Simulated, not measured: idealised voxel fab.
The process module that follows is named voxel self aligned vias.
Cross-sectional view cut (width: 285 nm; square cell size: 5 nm).
Cross-section spec: square-cell grid; bands listed top down; each band is one or more rows. It is stipulated that each band's entry specify, in nanometres, the height of the top of the band and then that of its bottom, followed by the materials of the band in left-to-right sequence, each together with its width in nanometres. A single material marked by the word "edge to edge" is understood to fill the band from edge to edge; the word "blank" is understood to denote empty space. Heights are measured from 0, the level below which the as-received wafer is all one material; the lowest band has no bottom and continues downward, written as in "from 0 down". The expression "30 to 40" gives the width at the extremes of the band, the first number at its top row of cells and the second at its bottom row, with the width changing by equal amounts from each row to the next in between. When a step is marked "no alteration", none of the cells in the cross-section changed during that step. Empty spaces counting at least 8 cells and having no open way to the top are listed in "Listed closed voids". The notation width x height at distance is used for each, the distance being from the left edge and all three values in nm. Past the settings on a step's line: simulator remark, on that step. On any step carrying a mask, the "overlay nm" setting, if present on the step's line, tells how far right of its planned place the mask lay; negative values point to the left.

INTENDED PROCESS STEPS
1: RECEIVE (material Si)
2: CONFORMAL_DEP (material SiO2; thk nm 10)
3: CONFORMAL_DEP (material SiCN; thk nm 5)
4: DIRECTIONAL_DEP (material SiO2; thk nm 25)
5: PATTERN (tone open; mask id LINES; material resist; width nm 20; pitch nm 55; thk nm 15; overlay nm 0)
6: DIRECTIONAL_ETCH (etch materials SiO2; depth nm 25)
7: STRIP (etch materials resist)
8: CONFORMAL_DEP (material TiN; thk nm 5)
9: FILL_DEP (material Ru; thk nm 5)
10: CMP (height nm 40)
11: SELECTIVE_ETCH (etch materials W Ru TiN; depth nm 10)
12: FILL_DEP (material SiN; thk nm 5)
13: CMP (height nm 40)
14: DIRECTIONAL_DEP (material SiO2; thk nm 20)
15: PATTERN (tone open; mask id VIAS; material resist; width nm 40; pitch nm 110; thk nm 20; overlay nm 0)
16: DIRECTIONAL_ETCH (etch materials SiO2; depth nm 20)
17: DIRECTIONAL_ETCH (etch materials SiN; depth nm 10)
18: STRIP (etch materials resist)
19: CONFORMAL_DEP (material TiN; thk nm 5)
20: FILL_DEP (material Ru; thk nm 5)
21: CMP (height nm 60)
22: CONFORMAL_DEP (material SiCN; thk nm 5)

FIRST OUT OF TWO WAFERS; RUN WENT TO PLAN

SO THIS IS THE INCOMING WAFER IN CROSS-SECTION - IT'S ALREADY BEEN THROUGH STEP 1
  from 0 down  Si edge to edge
  Listed closed voids: none

SO THIS IS THE WAFER CROSS-SECTION RIGHT AFTER STEP 2
  from 10 to 0  SiO2 edge to edge
  below 0: unchanged

SO THIS IS THE WAFER CROSS-SECTION RIGHT AFTER STEP 3
  from 15 to 10  SiCN edge to edge
  below 10: unchanged

SO THIS IS THE WAFER CROSS-SECTION RIGHT AFTER STEP 4
  from 40 to 15  SiO2 edge to edge
  below 15: unchanged

SO THIS IS THE WAFER CROSS-SECTION RIGHT AFTER STEP 5
  from 55 to 40  resist: 75; blank: 20; resist: 35; blank: 20; resist: 35; blank: 20; resist: 80
  below 40: unchanged

SO THIS IS THE WAFER CROSS-SECTION RIGHT AFTER STEP 6
  from 55 to 40  resist: 75; blank: 20; resist: 35; blank: 20; resist: 35; blank: 20; resist: 80
  from 40 to 15  SiO2: 75; blank: 20; SiO2: 35; blank: 20; SiO2: 35; blank: 20; SiO2: 80
  below 15: unchanged

SO THIS IS THE WAFER CROSS-SECTION RIGHT AFTER STEP 7
  from 40 to 15  SiO2: 75; blank: 20; SiO2: 35; blank: 20; SiO2: 35; blank: 20; SiO2: 80
  below 15: unchanged

SO THIS IS THE WAFER CROSS-SECTION RIGHT AFTER STEP 8
  from 45 to 40  TiN: 80; blank: 10; TiN: 45; blank: 10; TiN: 45; blank: 10; TiN: 85
  from 40 to 20  SiO2: 75; TiN: 5; blank: 10; TiN: 5; SiO2: 35; TiN: 5; blank: 10; TiN: 5; SiO2: 35; TiN: 5; blank: 10; TiN: 5; SiO2: 80
  from 20 to 15  SiO2: 75; TiN: 20; SiO2: 35; TiN: 20; SiO2: 35; TiN: 20; SiO2: 80
  below 15: unchanged

SO THIS IS THE WAFER CROSS-SECTION RIGHT AFTER STEP 9
  from 50 to 45  Ru edge to edge
  from 45 to 40  TiN: 80; Ru: 10; TiN: 45; Ru: 10; TiN: 45; Ru: 10; TiN: 85
  from 40 to 20  SiO2: 75; TiN: 5; Ru: 10; TiN: 5; SiO2: 35; TiN: 5; Ru: 10; TiN: 5; SiO2: 35; TiN: 5; Ru: 10; TiN: 5; SiO2: 80
  below 20: unchanged

SO THIS IS THE WAFER CROSS-SECTION RIGHT AFTER STEP 10
  from 40 to 20  SiO2: 75; TiN: 5; Ru: 10; TiN: 5; SiO2: 35; TiN: 5; Ru: 10; TiN: 5; SiO2: 35; TiN: 5; Ru: 10; TiN: 5; SiO2: 80
  below 20: unchanged

SO THIS IS THE WAFER CROSS-SECTION RIGHT AFTER STEP 11
  from 40 to 30  SiO2: 75; blank: 20; SiO2: 35; blank: 20; SiO2: 35; blank: 20; SiO2: 80
  below 30: unchanged

SO THIS IS THE WAFER CROSS-SECTION RIGHT AFTER STEP 12
  from 45 to 40  SiN edge to edge
  from 40 to 30  SiO2: 75; SiN: 20; SiO2: 35; SiN: 20; SiO2: 35; SiN: 20; SiO2: 80
  below 30: unchanged

SO THIS IS THE WAFER CROSS-SECTION RIGHT AFTER STEP 13
  from 40 to 30  SiO2: 75; SiN: 20; SiO2: 35; SiN: 20; SiO2: 35; SiN: 20; SiO2: 80
  below 30: unchanged

SO THIS IS THE WAFER CROSS-SECTION RIGHT AFTER STEP 14
  from 60 to 40  SiO2 edge to edge
  below 40: unchanged

SO THIS IS THE WAFER CROSS-SECTION RIGHT AFTER STEP 15
  from 80 to 60  resist: 65; blank: 40; resist: 70; blank: 40; resist: 70
  below 60: unchanged

SO THIS IS THE WAFER CROSS-SECTION RIGHT AFTER STEP 16
  from 80 to 60  resist: 65; blank: 40; resist: 70; blank: 40; resist: 70
  from 60 to 40  SiO2: 65; blank: 40; SiO2: 70; blank: 40; SiO2: 70
  below 40: unchanged

SO THIS IS THE WAFER CROSS-SECTION RIGHT AFTER STEP 17
  from 80 to 60  resist: 65; blank: 40; resist: 70; blank: 40; resist: 70
  from 60 to 40  SiO2: 65; blank: 40; SiO2: 70; blank: 40; SiO2: 70
  from 40 to 30  SiO2: 75; blank: 20; SiO2: 35; SiN: 20; SiO2: 35; blank: 20; SiO2: 80
  below 30: unchanged

SO THIS IS THE WAFER CROSS-SECTION RIGHT AFTER STEP 18
  from 60 to 40  SiO2: 65; blank: 40; SiO2: 70; blank: 40; SiO2: 70
  below 40: unchanged

SO THIS IS THE WAFER CROSS-SECTION RIGHT AFTER STEP 19
  from 65 to 60  TiN: 70; blank: 30; TiN: 80; blank: 30; TiN: 75
  from 60 to 45  SiO2: 65; TiN: 5; blank: 30; TiN: 5; SiO2: 70; TiN: 5; blank: 30; TiN: 5; SiO2: 70
  from 45 to 40  SiO2: 65; TiN: 15; blank: 10; TiN: 15; SiO2: 70; TiN: 15; blank: 10; TiN: 15; SiO2: 70
  from 40 to 35  SiO2: 75; TiN: 5; blank: 10; TiN: 5; SiO2: 35; SiN: 20; SiO2: 35; TiN: 5; blank: 10; TiN: 5; SiO2: 80
  from 35 to 30  SiO2: 75; TiN: 20; SiO2: 35; SiN: 20; SiO2: 35; TiN: 20; SiO2: 80
  below 30: unchanged

SO THIS IS THE WAFER CROSS-SECTION RIGHT AFTER STEP 20
  from 70 to 65  Ru edge to edge
  from 65 to 60  TiN: 70; Ru: 30; TiN: 80; Ru: 30; TiN: 75
  from 60 to 45  SiO2: 65; TiN: 5; Ru: 30; TiN: 5; SiO2: 70; TiN: 5; Ru: 30; TiN: 5; SiO2: 70
  from 45 to 40  SiO2: 65; TiN: 15; Ru: 10; TiN: 15; SiO2: 70; TiN: 15; Ru: 10; TiN: 15; SiO2: 70
  from 40 to 35  SiO2: 75; TiN: 5; Ru: 10; TiN: 5; SiO2: 35; SiN: 20; SiO2: 35; TiN: 5; Ru: 10; TiN: 5; SiO2: 80
  below 35: unchanged

SO THIS IS THE WAFER CROSS-SECTION RIGHT AFTER STEP 21
  from 60 to 45  SiO2: 65; TiN: 5; Ru: 30; TiN: 5; SiO2: 70; TiN: 5; Ru: 30; TiN: 5; SiO2: 70
  below 45: unchanged

SO THIS IS THE WAFER CROSS-SECTION RIGHT AFTER STEP 22
  from 65 to 60  SiCN edge to edge
  below 60: unchanged

WAFER TWO. IDENTICAL START, IDENTICAL PLAN. ONE MISTAKE IN EXECUTION. IDENTICAL HISTORY THROUGH STEP 4

CROSS-SECTION OF THE SECOND WAFER CORRESPONDING TO THE PLANNED CONCLUSION OF STEP 5
  from 55 to 40  resist: 75; blank: 25; resist: 30; blank: 25; resist: 30; blank: 25; resist: 75
  below 40: unchanged

CROSS-SECTION OF THE SECOND WAFER CORRESPONDING TO THE PLANNED CONCLUSION OF STEP 6
  from 55 to 40  resist: 75; blank: 25; resist: 30; blank: 25; resist: 30; blank: 25; resist: 75
  from 40 to 15  SiO2: 75; blank: 25; SiO2: 30; blank: 25; SiO2: 30; blank: 25; SiO2: 75
  below 15: unchanged

CROSS-SECTION OF THE SECOND WAFER CORRESPONDING TO THE PLANNED CONCLUSION OF STEP 7
  from 40 to 15  SiO2: 75; blank: 25; SiO2: 30; blank: 25; SiO2: 30; blank: 25; SiO2: 75
  below 15: unchanged

CROSS-SECTION OF THE SECOND WAFER CORRESPONDING TO THE PLANNED CONCLUSION OF STEP 8
  from 45 to 40  TiN: 80; blank: 15; TiN: 40; blank: 15; TiN: 40; blank: 15; TiN: 80
  from 40 to 20  SiO2: 75; TiN: 5; blank: 15; TiN: 5; SiO2: 30; TiN: 5; blank: 15; TiN: 5; SiO2: 30; TiN: 5; blank: 15; TiN: 5; SiO2: 75
  from 20 to 15  SiO2: 75; TiN: 25; SiO2: 30; TiN: 25; SiO2: 30; TiN: 25; SiO2: 75
  below 15: unchanged

CROSS-SECTION OF THE SECOND WAFER CORRESPONDING TO THE PLANNED CONCLUSION OF STEP 9
  from 50 to 45  Ru edge to edge
  from 45 to 40  TiN: 80; Ru: 15; TiN: 40; Ru: 15; TiN: 40; Ru: 15; TiN: 80
  from 40 to 20  SiO2: 75; TiN: 5; Ru: 15; TiN: 5; SiO2: 30; TiN: 5; Ru: 15; TiN: 5; SiO2: 30; TiN: 5; Ru: 15; TiN: 5; SiO2: 75
  below 20: unchanged

CROSS-SECTION OF THE SECOND WAFER CORRESPONDING TO THE PLANNED CONCLUSION OF STEP 10
  from 40 to 20  SiO2: 75; TiN: 5; Ru: 15; TiN: 5; SiO2: 30; TiN: 5; Ru: 15; TiN: 5; SiO2: 30; TiN: 5; Ru: 15; TiN: 5; SiO2: 75
  below 20: unchanged

CROSS-SECTION OF THE SECOND WAFER CORRESPONDING TO THE PLANNED CONCLUSION OF STEP 11
  from 40 to 30  SiO2: 75; blank: 25; SiO2: 30; blank: 25; SiO2: 30; blank: 25; SiO2: 75
  below 30: unchanged

CROSS-SECTION OF THE SECOND WAFER CORRESPONDING TO THE PLANNED CONCLUSION OF STEP 12
  from 45 to 40  SiN edge to edge
  from 40 to 30  SiO2: 75; SiN: 25; SiO2: 30; SiN: 25; SiO2: 30; SiN: 25; SiO2: 75
  below 30: unchanged

CROSS-SECTION OF THE SECOND WAFER CORRESPONDING TO THE PLANNED CONCLUSION OF STEP 13
  from 40 to 30  SiO2: 75; SiN: 25; SiO2: 30; SiN: 25; SiO2: 30; SiN: 25; SiO2: 75
  below 30: unchanged

CROSS-SECTION OF THE SECOND WAFER CORRESPONDING TO THE PLANNED CONCLUSION OF STEP 14
  from 60 to 40  SiO2 edge to edge
  below 40: unchanged

CROSS-SECTION OF THE SECOND WAFER CORRESPONDING TO THE PLANNED CONCLUSION OF STEP 15
  from 80 to 60  resist: 65; blank: 40; resist: 70; blank: 40; resist: 70
  below 60: unchanged

CROSS-SECTION OF THE SECOND WAFER CORRESPONDING TO THE PLANNED CONCLUSION OF STEP 16
  from 80 to 60  resist: 65; blank: 40; resist: 70; blank: 40; resist: 70
  from 60 to 40  SiO2: 65; blank: 40; SiO2: 70; blank: 40; SiO2: 70
  below 40: unchanged

CROSS-SECTION OF THE SECOND WAFER CORRESPONDING TO THE PLANNED CONCLUSION OF STEP 17
  from 80 to 60  resist: 65; blank: 40; resist: 70; blank: 40; resist: 70
  from 60 to 40  SiO2: 65; blank: 40; SiO2: 70; blank: 40; SiO2: 70
  from 40 to 30  SiO2: 75; blank: 25; SiO2: 30; SiN: 25; SiO2: 30; blank: 25; SiO2: 75
  below 30: unchanged

CROSS-SECTION OF THE SECOND WAFER CORRESPONDING TO THE PLANNED CONCLUSION OF STEP 18
  from 60 to 40  SiO2: 65; blank: 40; SiO2: 70; blank: 40; SiO2: 70
  below 40: unchanged

CROSS-SECTION OF THE SECOND WAFER CORRESPONDING TO THE PLANNED CONCLUSION OF STEP 19
  from 65 to 60  TiN: 70; blank: 30; TiN: 80; blank: 30; TiN: 75
  from 60 to 45  SiO2: 65; TiN: 5; blank: 30; TiN: 5; SiO2: 70; TiN: 5; blank: 30; TiN: 5; SiO2: 70
  from 45 to 40  SiO2: 65; TiN: 15; blank: 15; TiN: 10; SiO2: 70; TiN: 15; blank: 15; TiN: 10; SiO2: 70
  from 40 to 35  SiO2: 75; TiN: 5; blank: 15; TiN: 5; SiO2: 30; SiN: 25; SiO2: 30; TiN: 5; blank: 15; TiN: 5; SiO2: 75
  from 35 to 30  SiO2: 75; TiN: 25; SiO2: 30; SiN: 25; SiO2: 30; TiN: 25; SiO2: 75
  below 30: unchanged

CROSS-SECTION OF THE SECOND WAFER CORRESPONDING TO THE PLANNED CONCLUSION OF STEP 20
  from 70 to 65  Ru edge to edge
  from 65 to 60  TiN: 70; Ru: 30; TiN: 80; Ru: 30; TiN: 75
  from 60 to 45  SiO2: 65; TiN: 5; Ru: 30; TiN: 5; SiO2: 70; TiN: 5; Ru: 30; TiN: 5; SiO2: 70
  from 45 to 40  SiO2: 65; TiN: 15; Ru: 15; TiN: 10; SiO2: 70; TiN: 15; Ru: 15; TiN: 10; SiO2: 70
  from 40 to 35  SiO2: 75; TiN: 5; Ru: 15; TiN: 5; SiO2: 30; SiN: 25; SiO2: 30; TiN: 5; Ru: 15; TiN: 5; SiO2: 75
  below 35: unchanged

CROSS-SECTION OF THE SECOND WAFER CORRESPONDING TO THE PLANNED CONCLUSION OF STEP 21
  from 60 to 45  SiO2: 65; TiN: 5; Ru: 30; TiN: 5; SiO2: 70; TiN: 5; Ru: 30; TiN: 5; SiO2: 70
  below 45: unchanged

CROSS-SECTION OF THE SECOND WAFER CORRESPONDING TO THE PLANNED CONCLUSION OF STEP 22
  from 65 to 60  SiCN edge to edge
  below 60: unchanged
Heads up, the wafer didn't run the way we planned it: off-plan run, step 5, actual operation and settings PATTERN (tone open; mask id LINES; material resist; width nm 25; pitch nm 55; thk nm 15; overlay nm 0)
Per the end-of-run cell counts, the second wafer holds more or fewer of some materials than the first: Ru +10, SiN +2, SiO2 -15, TiN +3
